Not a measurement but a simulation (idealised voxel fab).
process module | voxel fin reveal
cross-section cut | 220 nm wide | cells 5 nm
A cross-section is a grid of square cells, given in bands from the top down. A band is one or more rows of cells.
Each band's line starts with the height of the band's top and of its bottom, in nm. Then come its materials from left to right, each with its width in nm. One material with "throughout" fills the band from edge to edge. "air" is empty space.
Height 0 is the level under which the wafer as received is all one material. The lowest band goes on downwards, as in "0 down".
A width such as "30 to 40" changes by the same amount from each row of cells to the next, from the band's top row to its bottom row.
"no change" after a step means that no cell of the cross-section changed.
closed voids: empty space of 8 cells or more with no open way to the top, each as width x height at its distance from the left edge, in nm
after a step's settings: what the simulator itself notes on the step
overlay nm, on a step with a mask: how far to the right of its planned place the mask lay; to the left if negative
plan
1 op RECEIVE | material Si
2 op CONFORMAL_DEP | material SiN | thk nm 10
3 op MASKED_ETCH | tone cover | mask id FINS | width nm 15 | pitch nm 40 | etch materials SiN | depth nm 10 | overlay nm 0
4 op MASKED_ETCH | tone cover | mask id FINS | width nm 15 | pitch nm 40 | etch materials Si | depth nm 40 | overlay nm 0
5 op OXIDIZE | depth nm 5
6 op FILL_DEP | material SiO2 | thk nm 5
7 op CMP | height nm 10
8 op SELECTIVE_ETCH | etch materials SiO2 | depth nm 40
9 op STRIP | etch materials SiN
as received, after step 1
  0 down: Si throughout
  closed voids: none
a wafer at the end: this start, this plan, one mistake
  0 to -30: air 45 | Si 5 | air 35 | Si 5 | air 35 | Si 5 | air 35 | Si 5 | air 50
  -30 to -40: SiO2 45 | Si 5 | SiO2 35 | Si 5 | SiO2 35 | Si 5 | SiO2 35 | Si 5 | SiO2 50
  -40 down: Si throughout
  closed voids: none
what went wrong: step 4 ran as: op MASKED_ETCH | tone cover | mask id FINS | width nm 15 | pitch nm 40 | etch materials Si | depth nm 35 | overlay nm 0
